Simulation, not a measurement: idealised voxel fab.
process module | voxel trench capacitor
cross-section cut | 280 nm wide | cells 5 nm
A cross-section is a grid of square cells, given in bands from the top down. A band is one or more rows of cells.
Each band's line starts with the height of the band's top and of its bottom, in nm. Then come its materials from left to right, each with its width in nm. One material with "throughout" fills the band from edge to edge. "air" is empty space.
Height 0 is the level under which the wafer as received is all one material. The lowest band goes on downwards, as in "0 down".
A width such as "30 to 40" changes by the same amount from each row of cells to the next, from the band's top row to its bottom row.
"no change" after a step means that no cell of the cross-section changed.
closed voids: empty space of 8 cells or more with no open way to the top, each as width x height at its distance from the left edge, in nm
after a step's settings: what the simulator itself notes on the step
overlay nm, on a step with a mask: how far to the right of its planned place the mask lay; to the left if negative
Each pair below shows a cross-section before one step and the cross-section after it, down to the lowest band that changed. The line under each pair gives the step between them, with its settings. The pairs can come from different runs of this module on the same starting wafer, so a pair continues from the pair above only where its "before" says so.
before
  0 down: Si throughout
  closed voids: none
after
  10 to 0: SiN throughout
  below 0: unchanged
  closed voids: none
the step between: op CONFORMAL_DEP | material SiN | thk nm 10
before: the cross-section after the pair above
after
  20 to 10: aC throughout
  below 10: unchanged
  closed voids: none
the step between: op DIRECTIONAL_DEP | material aC | thk nm 10
before: the cross-section after the pair above
after
  45 to 20: resist 115 | air 15 | resist 15 | air 15 | resist 120
  below 20: unchanged
  closed voids: none
the step between: op PATTERN | tone open | mask id TRENCH | material resist | width nm 15 | pitch nm 30 | thk nm 25 | overlay nm 0
before: the cross-section after the pair above
after
  35 to 20: resist 115 | air 15 | resist 15 | air 15 | resist 120
  20 to 10: aC 115 | air 15 | aC 15 | air 15 | aC 120
  below 10: unchanged
  closed voids: none
the step between: op DIRECTIONAL_ETCH | etch materials aC | depth nm 10
before: the cross-section after the pair above
after
  20 to 10: aC 115 | air 15 | aC 15 | air 15 | aC 120
  below 10: unchanged
  closed voids: none
the step between: op STRIP | etch materials resist
before: the cross-section after the pair above
after
  20 to 10: aC 115 | air 15 | aC 15 | air 15 | aC 120
  10 to 0: SiN 115 | air 15 | SiN 15 | air 15 | SiN 120
  below 0: unchanged
  closed voids: none
the step between: op DIRECTIONAL_ETCH | etch materials SiN | depth nm 10
before: the cross-section after the pair above
after
  20 to 10: aC 115 | air 15 | aC 15 | air 15 | aC 120
  10 to 0: SiN 115 | air 15 | SiN 15 | air 15 | SiN 120
  0 to -30: Si 115 | air 15 | Si 15 | air 15 | Si 120
  below -30: unchanged
  closed voids: none
the step between: op DIRECTIONAL_ETCH | etch materials Si | depth nm 30
before: the cross-section after the pair above
after
  10 to 0: SiN 115 | air 15 | SiN 15 | air 15 | SiN 120
  below 0: unchanged
  closed voids: none
the step between: op STRIP | etch materials aC
before: the cross-section after the pair above
after
  15 to 10: Al2O3 120 | air 5 | Al2O3 25 | air 5 | Al2O3 125
  10 to 0: SiN 115 | Al2O3 5 | air 5 | Al2O3 5 | SiN 15 | Al2O3 5 | air 5 | Al2O3 5 | SiN 120
  0 to -25: Si 115 | Al2O3 5 | air 5 | Al2O3 5 | Si 15 | Al2O3 5 | air 5 | Al2O3 5 | Si 120
  -25 to -30: Si 115 | Al2O3 15 | Si 15 | Al2O3 15 | Si 120
  below -30: unchanged
  closed voids: none
the step between: op CONFORMAL_DEP | material Al2O3 | thk nm 5
before: the cross-section after the pair above
after
  20 to 15: polySi throughout
  15 to 10: Al2O3 120 | polySi 5 | Al2O3 25 | polySi 5 | Al2O3 125
  10 to 0: SiN 115 | Al2O3 5 | polySi 5 | Al2O3 5 | SiN 15 | Al2O3 5 | polySi 5 | Al2O3 5 | SiN 120
  0 to -25: Si 115 | Al2O3 5 | polySi 5 | Al2O3 5 | Si 15 | Al2O3 5 | polySi 5 | Al2O3 5 | Si 120
  below -25: unchanged
  closed voids: none
the step between: op FILL_DEP | material polySi | thk nm 5
before: the cross-section after the pair above
after
  10 to 0: SiN 115 | Al2O3 5 | polySi 5 | Al2O3 5 | SiN 15 | Al2O3 5 | polySi 5 | Al2O3 5 | SiN 120
  below 0: unchanged
  closed voids: none
the step between: op CMP | height nm 10
before
  35 to 20: resist 115 | air 15 | resist 15 | air 15 | resist 120
  20 to 10: aC 115 | air 15 | aC 15 | air 15 | aC 120
  10 to 0: SiN throughout
  0 down: Si throughout
  closed voids: none
after
  35 to 20: resist 115 | air 15 | resist 15 | air 15 | resist 120
  20 to 10: aC 115 | air 15 | aC 15 | air 15 | aC 120
  10 to 0: SiN 115 | air 15 | SiN 15 | air 15 | SiN 120
  below 0: unchanged
  closed voids: none
the step between: op DIRECTIONAL_ETCH | etch materials SiN | depth nm 10
before: the cross-section after the pair above
after
  35 to 20: resist 115 | air 15 | resist 15 | air 15 | resist 120
  20 to 10: aC 115 | air 15 | aC 15 | air 15 | aC 120
  10 to 0: SiN 115 | air 15 | SiN 15 | air 15 | SiN 120
  0 to -30: Si 115 | air 15 | Si 15 | air 15 | Si 120
  below -30: unchanged
  closed voids: none
the step between: op DIRECTIONAL_ETCH | etch materials Si | depth nm 30
before: the cross-section after the pair above
after
  10 to 0: SiN 115 | air 15 | SiN 15 | air 15 | SiN 120
  below 0: unchanged
  closed voids: none
the step between: op STRIP | etch materials aC
before
  20 to 10: aC 115 | air 15 | aC 15 | air 15 | aC 120
  10 to 0: SiN 115 | air 15 | SiN 15 | air 15 | SiN 120
  0 to -30: Si 115 | air 15 | Si 15 | air 15 | Si 120
  -30 down: Si throughout
  closed voids: none
after
  20 to 10: aC 115 | air 15 | aC 15 | air 15 | aC 120
  10 to 0: SiN 115 | air 15 | SiN 15 | air 15 | SiN 120
  0 to -60: Si 115 | air 15 | Si 15 | air 15 | Si 120
  below -60: unchanged
  closed voids: none
the step between: op DIRECTIONAL_ETCH | etch materials Si | depth nm 30
before: the cross-section after the pair above
after
  10 to 0: SiN 115 | air 15 | SiN 15 | air 15 | SiN 120
  below 0: unchanged
  closed voids: none
the step between: op STRIP | etch materials aC
before: the cross-section after the pair above
after
  15 to 10: Al2O3 120 | air 5 | Al2O3 25 | air 5 | Al2O3 125
  10 to 0: SiN 115 | Al2O3 5 | air 5 | Al2O3 5 | SiN 15 | Al2O3 5 | air 5 | Al2O3 5 | SiN 120
  0 to -55: Si 115 | Al2O3 5 | air 5 | Al2O3 5 | Si 15 | Al2O3 5 | air 5 | Al2O3 5 | Si 120
  -55 to -60: Si 115 | Al2O3 15 | Si 15 | Al2O3 15 | Si 120
  below -60: unchanged
  closed voids: none
the step between: op CONFORMAL_DEP | material Al2O3 | thk nm 5
before: the cross-section after the pair above
after
  20 to 15: polySi throughout
  15 to 10: Al2O3 120 | polySi 5 | Al2O3 25 | polySi 5 | Al2O3 125
  10 to 0: SiN 115 | Al2O3 5 | polySi 5 | Al2O3 5 | SiN 15 | Al2O3 5 | polySi 5 | Al2O3 5 | SiN 120
  0 to -55: Si 115 | Al2O3 5 | polySi 5 | Al2O3 5 | Si 15 | Al2O3 5 | polySi 5 | Al2O3 5 | Si 120
  below -55: unchanged
  closed voids: none
the step between: op FILL_DEP | material polySi | thk nm 5
before: the cross-section after the pair above
after
  10 to 0: SiN 115 | Al2O3 5 | polySi 5 | Al2O3 5 | SiN 15 | Al2O3 5 | polySi 5 | Al2O3 5 | SiN 120
  below 0: unchanged
  closed voids: none
the step between: op CMP | height nm 10
before
  20 to 10: aC 115 | air 15 | aC 15 | air 15 | aC 120
  10 to 0: SiN 115 | air 15 | SiN 15 | air 15 | SiN 120
  0 down: Si throughout
  closed voids: none
after
  10 to 0: SiN 115 | air 15 | SiN 15 | air 15 | SiN 120
  below 0: unchanged
  closed voids: none
the step between: op STRIP | etch materials aC
before: the cross-section after the pair above
after
  10 to 0: SiN 115 | air 15 | SiN 15 | air 15 | SiN 120
  0 to -30: Si 115 | air 15 | Si 15 | air 15 | Si 120
  below -30: unchanged
  closed voids: none
the step between: op DIRECTIONAL_ETCH | etch materials Si | depth nm 30
before
  20 to 15: polySi throughout
  15 to 10: Al2O3 120 | polySi 5 | Al2O3 25 | polySi 5 | Al2O3 125
  10 to 0: SiN 115 | Al2O3 5 | polySi 5 | Al2O3 5 | SiN 15 | Al2O3 5 | polySi 5 | Al2O3 5 | SiN 120
  0 to -25: Si 115 | Al2O3 5 | polySi 5 | Al2O3 5 | Si 15 | Al2O3 5 | polySi 5 | Al2O3 5 | Si 120
  -25 to -30: Si 115 | Al2O3 15 | Si 15 | Al2O3 15 | Si 120
  -30 down: Si throughout
  closed voids: none
after
  5 to 0: SiN 115 | Al2O3 5 | polySi 5 | Al2O3 5 | SiN 15 | Al2O3 5 | polySi 5 | Al2O3 5 | SiN 120
  below 0: unchanged
  closed voids: none
the step between: op CMP | height nm 5
before
  20 to 10: aC throughout
  10 to 0: SiN throughout
  0 down: Si throughout
  closed voids: none
after
  45 to 20: resist 110 | air 15 | resist 15 | air 15 | resist 125
  below 20: unchanged
  closed voids: none
the step between: op PATTERN | tone open | mask id TRENCH | material resist | width nm 15 | pitch nm 30 | thk nm 25 | overlay nm -5
before: the cross-section after the pair above
after
  35 to 20: resist 110 | air 15 | resist 15 | air 15 | resist 125
  20 to 10: aC 110 | air 15 | aC 15 | air 15 | aC 125
  below 10: unchanged
  closed voids: none
the step between: op DIRECTIONAL_ETCH | etch materials aC | depth nm 10
before: the cross-section after the pair above
after
  20 to 10: aC 110 | air 15 | aC 15 | air 15 | aC 125
  below 10: unchanged
  closed voids: none
the step between: op STRIP | etch materials resist
before: the cross-section after the pair above
after
  20 to 10: aC 110 | air 15 | aC 15 | air 15 | aC 125
  10 to 0: SiN 110 | air 15 | SiN 15 | air 15 | SiN 125
  below 0: unchanged
  closed voids: none
the step between: op DIRECTIONAL_ETCH | etch materials SiN | depth nm 10
before: the cross-section after the pair above
after
  20 to 10: aC 110 | air 15 | aC 15 | air 15 | aC 125
  10 to 0: SiN 110 | air 15 | SiN 15 | air 15 | SiN 125
  0 to -30: Si 110 | air 15 | Si 15 | air 15 | Si 125
  below -30: unchanged
  closed voids: none
the step between: op DIRECTIONAL_ETCH | etch materials Si | depth nm 30
before: the cross-section after the pair above
after
  10 to 0: SiN 110 | air 15 | SiN 15 | air 15 | SiN 125
  below 0: unchanged
  closed voids: none
the step between: op STRIP | etch materials aC
before: the cross-section after the pair above
after
  15 to 10: Al2O3 115 | air 5 | Al2O3 25 | air 5 | Al2O3 130
  10 to 0: SiN 110 | Al2O3 5 | air 5 | Al2O3 5 | SiN 15 | Al2O3 5 | air 5 | Al2O3 5 | SiN 125
  0 to -25: Si 110 | Al2O3 5 | air 5 | Al2O3 5 | Si 15 | Al2O3 5 | air 5 | Al2O3 5 | Si 125
  -25 to -30: Si 110 | Al2O3 15 | Si 15 | Al2O3 15 | Si 125
  below -30: unchanged
  closed voids: none
the step between: op CONFORMAL_DEP | material Al2O3 | thk nm 5
before: the cross-section after the pair above
after
  20 to 15: polySi throughout
  15 to 10: Al2O3 115 | polySi 5 | Al2O3 25 | polySi 5 | Al2O3 130
  10 to 0: SiN 110 | Al2O3 5 | polySi 5 | Al2O3 5 | SiN 15 | Al2O3 5 | polySi 5 | Al2O3 5 | SiN 125
  0 to -25: Si 110 | Al2O3 5 | polySi 5 | Al2O3 5 | Si 15 | Al2O3 5 | polySi 5 | Al2O3 5 | Si 125
  below -25: unchanged
  closed voids: none
the step between: op FILL_DEP | material polySi | thk nm 5
before: the cross-section after the pair above
after
  10 to 0: SiN 110 | Al2O3 5 | polySi 5 | Al2O3 5 | SiN 15 | Al2O3 5 | polySi 5 | Al2O3 5 | SiN 125
  below 0: unchanged
  closed voids: none
the step between: op CMP | height nm 10
before
  0 down: Si throughout
  closed voids: none
after
  10 to 0: Al2O3 throughout
  below 0: unchanged
  closed voids: none
the step between: op CONFORMAL_DEP | material Al2O3 | thk nm 10
before: the cross-section after the pair above
after
  20 to 10: aC throughout
  below 10: unchanged
  closed voids: none
the step between: op DIRECTIONAL_DEP | material aC | thk nm 10
before: the cross-section after the pair above
after
  45 to 20: resist 115 | air 15 | resist 15 | air 15 | resist 120
  below 20: unchanged
  closed voids: none
the step between: op PATTERN | tone open | mask id TRENCH | material resist | width nm 15 | pitch nm 30 | thk nm 25 | overlay nm 0
before: the cross-section after the pair above
after
  35 to 20: resist 115 | air 15 | resist 15 | air 15 | resist 120
  20 to 10: aC 115 | air 15 | aC 15 | air 15 | aC 120
  below 10: unchanged
  closed voids: none
the step between: op DIRECTIONAL_ETCH | etch materials aC | depth nm 10
before: the cross-section after the pair above
after
  20 to 10: aC 115 | air 15 | aC 15 | air 15 | aC 120
  below 10: unchanged
  closed voids: none
the step between: op STRIP | etch materials resist
before: the cross-section after the pair above
after
  10 to 0: Al2O3 throughout
  below 0: unchanged
  closed voids: none
the step between: op STRIP | etch materials aC
before: the cross-section after the pair above
after
  15 to 0: Al2O3 throughout
  below 0: unchanged
  closed voids: none
the step between: op CONFORMAL_DEP | material Al2O3 | thk nm 5
before: the cross-section after the pair above
after
  20 to 15: polySi throughout
  below 15: unchanged
  closed voids: none
the step between: op FILL_DEP | material polySi | thk nm 5
before: the cross-section after the pair above
after
  10 to 0: Al2O3 throughout
  below 0: unchanged
  closed voids: none
the step between: op CMP | height nm 10
before
  20 to 10: aC throughout
  10 to 0: SiN throughout
  0 down: Si throughout
  closed voids: none
after
  45 to 20: air 115 | resist 15 | air 15 | resist 15 | air 120
  below 20: unchanged
  closed voids: none
the step between: op PATTERN | tone cover | mask id TRENCH | material resist | width nm 15 | pitch nm 30 | thk nm 25 | overlay nm 0
before: the cross-section after the pair above
after
  35 to 20: air 115 | resist 15 | air 15 | resist 15 | air 120
  20 to 10: air 115 | aC 15 | air 15 | aC 15 | air 120
  below 10: unchanged
  closed voids: none
the step between: op DIRECTIONAL_ETCH | etch materials aC | depth nm 10
before: the cross-section after the pair above
after
  20 to 10: air 115 | aC 15 | air 15 | aC 15 | air 120
  below 10: unchanged
  closed voids: none
the step between: op STRIP | etch materials resist
before: the cross-section after the pair above
after
  20 to 10: air 115 | aC 15 | air 15 | aC 15 | air 120
  10 to 0: air 115 | SiN 15 | air 15 | SiN 15 | air 120
  below 0: unchanged
  closed voids: none
the step between: op DIRECTIONAL_ETCH | etch materials SiN | depth nm 10
before: the cross-section after the pair above
after
  20 to 10: air 115 | aC 15 | air 15 | aC 15 | air 120
  10 to 0: air 115 | SiN 15 | air 15 | SiN 15 | air 120
  0 to -30: air 115 | Si 15 | air 15 | Si 15 | air 120
  below -30: unchanged
  closed voids: none
the step between: op DIRECTIONAL_ETCH | etch materials Si | depth nm 30
before: the cross-section after the pair above
after
  10 to 0: air 115 | SiN 15 | air 15 | SiN 15 | air 120
  below 0: unchanged
  closed voids: none
the step between: op STRIP | etch materials aC
before: the cross-section after the pair above
after
  15 to 10: air 110 | Al2O3 25 | air 5 | Al2O3 25 | air 115
  10 to 0: air 110 | Al2O3 5 | SiN 15 | Al2O3 5 | air 5 | Al2O3 5 | SiN 15 | Al2O3 5 | air 115
  0 to -25: air 110 | Al2O3 5 | Si 15 | Al2O3 5 | air 5 | Al2O3 5 | Si 15 | Al2O3 5 | air 115
  -25 to -30: Al2O3 115 | Si 15 | Al2O3 15 | Si 15 | Al2O3 120
  below -30: unchanged
  closed voids: none
the step between: op CONFORMAL_DEP | material Al2O3 | thk nm 5
before: the cross-section after the pair above
after
  20 to 15: polySi throughout
  15 to 10: polySi 110 | Al2O3 25 | polySi 5 | Al2O3 25 | polySi 115
  10 to 0: polySi 110 | Al2O3 5 | SiN 15 | Al2O3 5 | polySi 5 | Al2O3 5 | SiN 15 | Al2O3 5 | polySi 115
  0 to -25: polySi 110 | Al2O3 5 | Si 15 | Al2O3 5 | polySi 5 | Al2O3 5 | Si 15 | Al2O3 5 | polySi 115
  below -25: unchanged
  closed voids: none
the step between: op FILL_DEP | material polySi | thk nm 5
before: the cross-section after the pair above
after
  10 to 0: polySi 110 | Al2O3 5 | SiN 15 | Al2O3 5 | polySi 5 | Al2O3 5 | SiN 15 | Al2O3 5 | polySi 115
  below 0: unchanged
  closed voids: none
the step between: op CMP | height nm 10
